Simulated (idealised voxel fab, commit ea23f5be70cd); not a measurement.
The process module that follows is named voxel local oxidation.
It is cross-section cut that appears here, measuring 290 nm in width, its square cells being 5 nm in size.
Notation: cross-section as square-cell grid; stated in bands, top first, going down; one or more cell rows per band. Read a band's entry like this: the first values are the height of its top and the height of its bottom in nm, and what follows is the sequence of materials from left to right, each with its width in nm. Note that "air" is empty space, and that a single material marked "all across" reaches across the band from edge to edge. The level at which height equals 0 is the one under which the wafer, as it arrives, is entirely one material. No lower edge exists for the bottom band, which continues downward and is notated as in "0 and below". Width "30->40": first value at the band's top row of cells, second value at its bottom row, equal change from row to row. The designation "no modifications", where it is given for a processing step, indicates that no cell of the cross-section was altered in the course of that step. "Trapped cavities" enumerates empty spaces isolated from the top, with no open way to it, that contain at least 8 cells, giving each as width x height at distance from the left edge, all three in nm. after a step's settings: what the simulator itself notes on the step. When a step includes a mask, the "overlay nm" setting on its line states how far to the right of its planned place that mask lay, and negative values state how far to the left. Pairs from here to the end. Each: cross-section before one process step, cross-section after it, the latter only as far down as the lowest band that changed. Under each: the step between, and its settings. Mind that the pairs may be taken from different runs of this module on the same starting wafer; whether a pair continues from the pair above depends on its entry headed "Before the step", and it does only where that entry says so.

[Before the step]
  0 and below: Si all across
  Trapped cavities: none

[Result of Step]
  5 down to 0: SiO2 all across
  Below 0 it's all the same as before, nothing changed down there.
  Trapped cavities: none
Between before and after as drawn above: op CONFORMAL_DEP | material SiO2 | thk nm 5

Before the step: after-state, pair directly above.

[Result of Step]
  15 down to 5: SiN all across
  Below 5 it's all the same as before, nothing changed down there.
  Trapped cavities: none
Between before and after as drawn above: op CONFORMAL_DEP | material SiN | thk nm 10

Before the step: after-state, pair directly above.

[Result of Step]
  15 down to 5: air (25); SiN (100); air (40); SiN (100); air (25)
  Below 5 it's all the same as before, nothing changed down there.
  Trapped cavities: none
Between before and after as drawn above: op MASKED_ETCH | tone cover | mask id ACTIVE | width nm 100 | pitch nm 140 | etch materials SiN | depth nm 10 | overlay nm 0

Before the step: after-state, pair directly above.

[Result of Step]
  15 down to 5: air (25); SiN (100); air (40); SiN (100); air (25)
  5 down to 0: air (30); SiO2 (90); air (50); SiO2 (90); air (30)
  Below 0 it's all the same as before, nothing changed down there.
  Trapped cavities: none
Between before and after as drawn above: op SELECTIVE_ETCH | etch materials SiO2 | depth nm 5

Before the step: after-state, pair directly above.

[Result of Step]
  15 down to 5: air (25); SiN (100); air (40); SiN (100); air (25)
  5 down to 0: air (30); SiO2 (90); air (50); SiO2 (90); air (30)
  0 down to -15: SiO2 (45); Si (60); SiO2 (80); Si (60); SiO2 (45)
  Below -15 it's all the same as before, nothing changed down there.
  Trapped cavities: none
Between before and after as drawn above: op OXIDIZE | depth nm 15

Before the step: after-state, pair directly above.

[Result of Step]
  5 down to 0: air (30); SiO2 (90); air (50); SiO2 (90); air (30)
  Below 0 it's all the same as before, nothing changed down there.
  Trapped cavities: none
Between before and after as drawn above: op STRIP | etch materials SiN

[Before the step]
  15 down to 5: air (25); SiN (100); air (40); SiN (100); air (25)
  5 down to 0: air (30); SiO2 (90); air (50); SiO2 (90); air (30)
  0 and below: Si all across
  Trapped cavities: none

[Result of Step]
  5 down to 0: air (30); SiO2 (90); air (50); SiO2 (90); air (30)
  Below 0 it's all the same as before, nothing changed down there.
  Trapped cavities: none
Between before and after as drawn above: op STRIP | etch materials SiN

Before the step: after-state, pair directly above.

[Result of Step]
  5 down to 0: air (30); SiO2 (90); air (50); SiO2 (90); air (30)
  0 down to -15: SiO2 (45); Si (60); SiO2 (80); Si (60); SiO2 (45)
  Below -15 it's all the same as before, nothing changed down there.
  Trapped cavities: none
Between before and after as drawn above: op OXIDIZE | depth nm 15

[Before the step]
  15 down to 5: air (25); SiN (100); air (40); SiN (100); air (25)
  5 down to 0: air (30); SiO2 (90); air (50); SiO2 (90); air (30)
  0 and below: Si all across
  Trapped cavities: none

[Result of Step]
  15 down to 5: air (25); SiN (100); air (40); SiN (100); air (25)
  5 down to 0: air (30); SiO2 (90); air (50); SiO2 (90); air (30)
  0 down to -5: SiO2 (35); Si (80); SiO2 (60); Si (80); SiO2 (35)
  Below -5 it's all the same as before, nothing changed down there.
  Trapped cavities: none
Between before and after as drawn above: op OXIDIZE | depth nm 5

Before the step: after-state, pair directly above.

[Result of Step]
  5 down to 0: air (30); SiO2 (90); air (50); SiO2 (90); air (30)
  Below 0 it's all the same as before, nothing changed down there.
  Trapped cavities: none
Between before and after as drawn above: op STRIP | etch materials SiN

[Before the step]
  15 down to 5: SiN all across
  5 down to 0: SiO2 all across
  0 and below: Si all across
  Trapped cavities: none

[Result of Step]
  15 down to 5: air (20); SiN (110); air (30); SiN (110); air (20)
  Below 5 it's all the same as before, nothing changed down there.
  Trapped cavities: none
Between before and after as drawn above: op MASKED_ETCH | tone cover | mask id ACTIVE | width nm 110 | pitch nm 140 | etch materials SiN | depth nm 10 | overlay nm 0

Before the step: after-state, pair directly above.

[Result of Step]
  15 down to 5: air (20); SiN (110); air (30); SiN (110); air (20)
  5 down to 0: air (25); SiO2 (100); air (40); SiO2 (100); air (25)
  Below 0 it's all the same as before, nothing changed down there.
  Trapped cavities: none
Between before and after as drawn above: op SELECTIVE_ETCH | etch materials SiO2 | depth nm 5

Before the step: after-state, pair directly above.

[Result of Step]
  15 down to 5: air (20); SiN (110); air (30); SiN (110); air (20)
  5 down to 0: air (25); SiO2 (100); air (40); SiO2 (100); air (25)
  0 down to -15: SiO2 (40); Si (70); SiO2 (70); Si (70); SiO2 (40)
  Below -15 it's all the same as before, nothing changed down there.
  Trapped cavities: none
Between before and after as drawn above: op OXIDIZE | depth nm 15

Before the step: after-state, pair directly above.

[Result of Step]
  5 down to 0: air (25); SiO2 (100); air (40); SiO2 (100); air (25)
  Below 0 it's all the same as before, nothing changed down there.
  Trapped cavities: none
Between before and after as drawn above: op STRIP | etch materials SiN

[Before the step]
  15 down to 5: SiN all across
  5 down to 0: SiO2 all across
  0 and below: Si all across
  Trapped cavities: none

[Result of Step]
  15 down to 5: air (15); SiN (100); air (40); SiN (100); air (35)
  Below 5 it's all the same as before, nothing changed down there.
  Trapped cavities: none
Between before and after as drawn above: op MASKED_ETCH | tone cover | mask id ACTIVE | width nm 100 | pitch nm 140 | etch materials SiN | depth nm 10 | overlay nm -10

Before the step: after-state, pair directly above.

[Result of Step]
  15 down to 5: air (15); SiN (100); air (40); SiN (100); air (35)
  5 down to 0: air (20); SiO2 (90); air (50); SiO2 (90); air (40)
  Below 0 it's all the same as before, nothing changed down there.
  Trapped cavities: none
Between before and after as drawn above: op SELECTIVE_ETCH | etch materials SiO2 | depth nm 5

Before the step: after-state, pair directly above.

[Result of Step]
  15 down to 5: air (15); SiN (100); air (40); SiN (100); air (35)
  5 down to 0: air (20); SiO2 (90); air (50); SiO2 (90); air (40)
  0 down to -15: SiO2 (35); Si (60); SiO2 (80); Si (60); SiO2 (55)
  Below -15 it's all the same as before, nothing changed down there.
  Trapped cavities: none
Between before and after as drawn above: op OXIDIZE | depth nm 15

Before the step: after-state, pair directly above.

[Result of Step]
  5 down to 0: air (20); SiO2 (90); air (50); SiO2 (90); air (40)
  Below 0 it's all the same as before, nothing changed down there.
  Trapped cavities: none
Between before and after as drawn above: op STRIP | etch materials SiN

[Before the step]
  15 down to 5: air (25); SiN (100); air (40); SiN (100); air (25)
  5 down to 0: air (30); SiO2 (90); air (50); SiO2 (90); air (30)
  0 down to -15: SiO2 (45); Si (60); SiO2 (80); Si (60); SiO2 (45)
  -15 and below: Si all across
  Trapped cavities: none

[Result of Step]
  0 down to -15: air (45); Si (60); air (80); Si (60); air (45)
  Below -15 it's all the same as before, nothing changed down there.
  Trapped cavities: none
Between before and after as drawn above: op STRIP | etch materials SiO2

[Before the step]
  15 down to 5: SiN all across
  5 down to 0: SiO2 all across
  0 and below: Si all across
  Trapped cavities: none

[Result of Step]
  15 down to 5: SiN (25); air (100); SiN (40); air (100); SiN (25)
  Below 5 it's all the same as before, nothing changed down there.
  Trapped cavities: none
Between before and after as drawn above: op MASKED_ETCH | tone open | mask id ACTIVE | width nm 100 | pitch nm 140 | etch materials SiN | depth nm 10 | overlay nm 0

Before the step: after-state, pair directly above.

[Result of Step]
  15 down to 5: SiN (25); air (100); SiN (40); air (100); SiN (25)
  5 down to 0: SiO2 (20); air (110); SiO2 (30); air (110); SiO2 (20)
  Below 0 it's all the same as before, nothing changed down there.
  Trapped cavities: none
Between before and after as drawn above: op SELECTIVE_ETCH | etch materials SiO2 | depth nm 5

Before the step: after-state, pair directly above.

[Result of Step]
  15 down to 5: SiN (25); air (100); SiN (40); air (100); SiN (25)
  5 down to 0: SiO2 (20); air (110); SiO2 (30); air (110); SiO2 (20)
  0 down to -15: Si (5); SiO2 (280); Si (5)
  Below -15 it's all the same as before, nothing changed down there.
  Trapped cavities: none
Between before and after as drawn above: op OXIDIZE | depth nm 15

Before the step: after-state, pair directly above.

[Result of Step]
  5 down to 0: SiO2 (20); air (110); SiO2 (30); air (110); SiO2 (20)
  Below 0 it's all the same as before, nothing changed down there.
  Trapped cavities: none
Between before and after as drawn above: op STRIP | etch materials SiN
